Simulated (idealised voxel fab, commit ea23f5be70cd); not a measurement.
The document below concerns the process module designated voxel self aligned contacts.
Displayed cross-section: cut, width of 145 nm, square cells sized 5 nm.
Throughout this document, each cross-section is represented as a grid of square cells and is presented as a sequence of bands enumerated from the top downward, where a band comprises one or more rows of cells. The entry gives the band's vertical extent as a top height and a bottom height in nm, then its horizontal make-up as materials from left to right, each with a width in nm. "air" stands for empty space; a single material marked "all across" fills the band edge to edge. Height reference: 0 = level under which incoming wafer is all one material. Lowest band: no bottom, runs on downward, e.g. "top 0, no bottom". Think of "30 to 40" as a width that walks from the first number to the second as you go down the band, top row to bottom row, taking equal-sized steps from row to row. It should be understood that the words "no alteration", when stated for a given step, signify that the cross-section underwent no change in any of its cells during that step. You'll see "Cavities, closed" listing empty spaces that have no way open to the top, as long as they're 8 cells or more; the notation is width x height at distance, where the distance is from the left edge, and all of it is in nm. What comes after the settings on a step's line is commentary from the simulator itself on that step. Among the settings permitted on a step's line is "overlay nm"; applied to a step with a mask, it specifies the extent to which the mask lay to the right of its planned position, whereas a negative figure signifies a position to the left.

# Process steps (planned)
1. RECEIVE | material Si
2. OXIDIZE | depth nm 5
3. DIRECTIONAL_DEP | material polySi | thk nm 20
4. DIRECTIONAL_DEP | material SiN | thk nm 15
5. DIRECTIONAL_DEP | material aC | thk nm 10
6. PATTERN | tone cover | mask id GATE | material resist | width nm 35 | pitch nm 60 | thk nm 30 | overlay nm 0
7. DIRECTIONAL_ETCH | etch materials aC | depth nm 10
8. STRIP | etch materials resist
9. DIRECTIONAL_ETCH | etch materials SiN | depth nm 15
10. DIRECTIONAL_ETCH | etch materials polySi | depth nm 20
11. STRIP | etch materials aC
12. CONFORMAL_DEP | material SiN | thk nm 5
13. DIRECTIONAL_ETCH | etch materials SiN | depth nm 5
14. FILL_DEP | material SiO2 | thk nm 15
15. CMP | height nm 40
16. MASKED_ETCH | tone open | mask id CONTACT | width nm 35 | etch materials SiO2 | depth nm 45 | overlay nm 0
17. CONFORMAL_DEP | material TiN | thk nm 5
18. FILL_DEP | material Ru | thk nm 5
19. CMP | height nm 40
20. CONFORMAL_DEP | material SiN | thk nm 5

# First wafer, two in total, run as planned

# So this is the incoming wafer in cross-section - it's already been through step 1
* top 0, no bottom  Si all across
* Cavities, closed: none

# Cross-section of the wafer subsequent to step 2
* top 0, bottom -5  SiO2 all across
* Below a height of -5, the structure has not been altered.

# Cross-section of the wafer subsequent to step 3
* top 20, bottom 0  polySi all across
* Below a height of 0, the structure has not been altered.

# Cross-section of the wafer subsequent to step 4
* top 35, bottom 20  SiN all across
* Below a height of 20, the structure has not been altered.

# Cross-section of the wafer subsequent to step 5
* top 45, bottom 35  aC all across
* Below a height of 35, the structure has not been altered.

# Cross-section of the wafer subsequent to step 6
* top 75, bottom 45  air=25; resist=35; air=25; resist=35; air=25
* Below a height of 45, the structure has not been altered.

# Cross-section of the wafer subsequent to step 7
* top 65, bottom 45  air=25; resist=35; air=25; resist=35; air=25
* top 45, bottom 35  air=25; aC=35; air=25; aC=35; air=25
* Below a height of 35, the structure has not been altered.

# Cross-section of the wafer subsequent to step 8
* top 45, bottom 35  air=25; aC=35; air=25; aC=35; air=25
* Below a height of 35, the structure has not been altered.

# Cross-section of the wafer subsequent to step 9
* top 45, bottom 35  air=25; aC=35; air=25; aC=35; air=25
* top 35, bottom 20  air=25; SiN=35; air=25; SiN=35; air=25
* Below a height of 20, the structure has not been altered.

# Cross-section of the wafer subsequent to step 10
* top 45, bottom 35  air=25; aC=35; air=25; aC=35; air=25
* top 35, bottom 20  air=25; SiN=35; air=25; SiN=35; air=25
* top 20, bottom 0  air=25; polySi=35; air=25; polySi=35; air=25
* Below a height of 0, the structure has not been altered.

# Cross-section of the wafer subsequent to step 11
* top 35, bottom 20  air=25; SiN=35; air=25; SiN=35; air=25
* Below a height of 20, the structure has not been altered.

# Cross-section of the wafer subsequent to step 12
* top 40, bottom 20  air=20; SiN=45; air=15; SiN=45; air=20
* top 20, bottom 5  air=20; SiN=5; polySi=35; SiN=5; air=15; SiN=5; polySi=35; SiN=5; air=20
* top 5, bottom 0  SiN=25; polySi=35; SiN=25; polySi=35; SiN=25
* Below a height of 0, the structure has not been altered.

# Cross-section of the wafer subsequent to step 13
* top 35, bottom 20  air=20; SiN=45; air=15; SiN=45; air=20
* top 20, bottom 0  air=20; SiN=5; polySi=35; SiN=5; air=15; SiN=5; polySi=35; SiN=5; air=20
* Below a height of 0, the structure has not been altered.

# Cross-section of the wafer subsequent to step 14
* top 50, bottom 35  SiO2 all across
* top 35, bottom 20  SiO2=20; SiN=45; SiO2=15; SiN=45; SiO2=20
* top 20, bottom 0  SiO2=20; SiN=5; polySi=35; SiN=5; SiO2=15; SiN=5; polySi=35; SiN=5; SiO2=20
* Below a height of 0, the structure has not been altered.

# Cross-section of the wafer subsequent to step 15
* top 40, bottom 35  SiO2 all across
* Below a height of 35, the structure has not been altered.

# Cross-section of the wafer subsequent to step 16
* top 40, bottom 35  SiO2=55; air=35; SiO2=55
* top 35, bottom 20  SiO2=20; SiN=45; air=15; SiN=45; SiO2=20
* top 20, bottom 0  SiO2=20; SiN=5; polySi=35; SiN=5; air=15; SiN=5; polySi=35; SiN=5; SiO2=20
* top 0, bottom -5  SiO2=65; air=15; SiO2=65
* Below a height of -5, the structure has not been altered.

# Cross-section of the wafer subsequent to step 17
* top 45, bottom 40  TiN=60; air=25; TiN=60
* top 40, bottom 35  SiO2=55; TiN=15; air=5; TiN=15; SiO2=55
* top 35, bottom 20  SiO2=20; SiN=45; TiN=5; air=5; TiN=5; SiN=45; SiO2=20
* top 20, bottom 0  SiO2=20; SiN=5; polySi=35; SiN=5; TiN=5; air=5; TiN=5; SiN=5; polySi=35; SiN=5; SiO2=20
* top 0, bottom -5  SiO2=65; TiN=15; SiO2=65
* Below a height of -5, the structure has not been altered.

# Cross-section of the wafer subsequent to step 18
* top 50, bottom 45  Ru all across
* top 45, bottom 40  TiN=60; Ru=25; TiN=60
* top 40, bottom 35  SiO2=55; TiN=15; Ru=5; TiN=15; SiO2=55
* top 35, bottom 20  SiO2=20; SiN=45; TiN=5; Ru=5; TiN=5; SiN=45; SiO2=20
* top 20, bottom 0  SiO2=20; SiN=5; polySi=35; SiN=5; TiN=5; Ru=5; TiN=5; SiN=5; polySi=35; SiN=5; SiO2=20
* Below a height of 0, the structure has not been altered.

# Cross-section of the wafer subsequent to step 19
* top 40, bottom 35  SiO2=55; TiN=15; Ru=5; TiN=15; SiO2=55
* Below a height of 35, the structure has not been altered.

# Cross-section of the wafer subsequent to step 20
* top 45, bottom 40  SiN all across
* Below a height of 40, the structure has not been altered.

# Second wafer: same start and same plan as the first, one execution error; identical to the first through step 2

# Second wafer, cut view, end of step 3 per plan
* top 10, bottom 0  polySi all across
* Below a height of 0, the structure has not been altered.

# Second wafer, cut view, end of step 4 per plan
* top 25, bottom 10  SiN all across
* Below a height of 10, the structure has not been altered.

# Second wafer, cut view, end of step 5 per plan
* top 35, bottom 25  aC all across
* Below a height of 25, the structure has not been altered.

# Second wafer, cut view, end of step 6 per plan
* top 65, bottom 35  air=25; resist=35; air=25; resist=35; air=25
* Below a height of 35, the structure has not been altered.

# Second wafer, cut view, end of step 7 per plan
* top 55, bottom 35  air=25; resist=35; air=25; resist=35; air=25
* top 35, bottom 25  air=25; aC=35; air=25; aC=35; air=25
* Below a height of 25, the structure has not been altered.

# Second wafer, cut view, end of step 8 per plan
* top 35, bottom 25  air=25; aC=35; air=25; aC=35; air=25
* Below a height of 25, the structure has not been altered.

# Second wafer, cut view, end of step 9 per plan
* top 35, bottom 25  air=25; aC=35; air=25; aC=35; air=25
* top 25, bottom 10  air=25; SiN=35; air=25; SiN=35; air=25
* Below a height of 10, the structure has not been altered.

# Second wafer, cut view, end of step 10 per plan
* top 35, bottom 25  air=25; aC=35; air=25; aC=35; air=25
* top 25, bottom 10  air=25; SiN=35; air=25; SiN=35; air=25
* top 10, bottom 0  air=25; polySi=35; air=25; polySi=35; air=25
* Below a height of 0, the structure has not been altered.

# Second wafer, cut view, end of step 11 per plan
* top 25, bottom 10  air=25; SiN=35; air=25; SiN=35; air=25
* Below a height of 10, the structure has not been altered.

# Second wafer, cut view, end of step 12 per plan
* top 30, bottom 10  air=20; SiN=45; air=15; SiN=45; air=20
* top 10, bottom 5  air=20; SiN=5; polySi=35; SiN=5; air=15; SiN=5; polySi=35; SiN=5; air=20
* top 5, bottom 0  SiN=25; polySi=35; SiN=25; polySi=35; SiN=25
* Below a height of 0, the structure has not been altered.

# Second wafer, cut view, end of step 13 per plan
* top 25, bottom 10  air=20; SiN=45; air=15; SiN=45; air=20
* top 10, bottom 0  air=20; SiN=5; polySi=35; SiN=5; air=15; SiN=5; polySi=35; SiN=5; air=20
* Below a height of 0, the structure has not been altered.

# Second wafer, cut view, end of step 14 per plan
* top 40, bottom 25  SiO2 all across
* top 25, bottom 10  SiO2=20; SiN=45; SiO2=15; SiN=45; SiO2=20
* top 10, bottom 0  SiO2=20; SiN=5; polySi=35; SiN=5; SiO2=15; SiN=5; polySi=35; SiN=5; SiO2=20
* Below a height of 0, the structure has not been altered.

Second wafer, cut view, end of step 15 per plan: no alteration

# Second wafer, cut view, end of step 16 per plan
* top 40, bottom 25  SiO2=55; air=35; SiO2=55
* top 25, bottom 10  SiO2=20; SiN=45; air=15; SiN=45; SiO2=20
* top 10, bottom 0  SiO2=20; SiN=5; polySi=35; SiN=5; air=15; SiN=5; polySi=35; SiN=5; SiO2=20
* top 0, bottom -5  SiO2=65; air=15; SiO2=65
* Below a height of -5, the structure has not been altered.

# Second wafer, cut view, end of step 17 per plan
* top 45, bottom 40  TiN=60; air=25; TiN=60
* top 40, bottom 30  SiO2=55; TiN=5; air=25; TiN=5; SiO2=55
* top 30, bottom 25  SiO2=55; TiN=15; air=5; TiN=15; SiO2=55
* top 25, bottom 10  SiO2=20; SiN=45; TiN=5; air=5; TiN=5; SiN=45; SiO2=20
* top 10, bottom 0  SiO2=20; SiN=5; polySi=35; SiN=5; TiN=5; air=5; TiN=5; SiN=5; polySi=35; SiN=5; SiO2=20
* top 0, bottom -5  SiO2=65; TiN=15; SiO2=65
* Below a height of -5, the structure has not been altered.

# Second wafer, cut view, end of step 18 per plan
* top 50, bottom 45  Ru all across
* top 45, bottom 40  TiN=60; Ru=25; TiN=60
* top 40, bottom 30  SiO2=55; TiN=5; Ru=25; TiN=5; SiO2=55
* top 30, bottom 25  SiO2=55; TiN=15; Ru=5; TiN=15; SiO2=55
* top 25, bottom 10  SiO2=20; SiN=45; TiN=5; Ru=5; TiN=5; SiN=45; SiO2=20
* top 10, bottom 0  SiO2=20; SiN=5; polySi=35; SiN=5; TiN=5; Ru=5; TiN=5; SiN=5; polySi=35; SiN=5; SiO2=20
* Below a height of 0, the structure has not been altered.

# Second wafer, cut view, end of step 19 per plan
* top 40, bottom 30  SiO2=55; TiN=5; Ru=25; TiN=5; SiO2=55
* Below a height of 30, the structure has not been altered.

# Second wafer, cut view, end of step 20 per plan
* top 45, bottom 40  SiN all across
* Below a height of 40, the structure has not been altered.
Deviation from plan: note that step 3 departed from the planned setting and was carried out as DIRECTIONAL_DEP | material polySi | thk nm 10
Bottom line after processing is that, in cells, the second wafer is up or down on some materials versus the first: Ru: 8 more; SiN: 8 fewer; SiO2: 28 more; polySi: 28 fewer
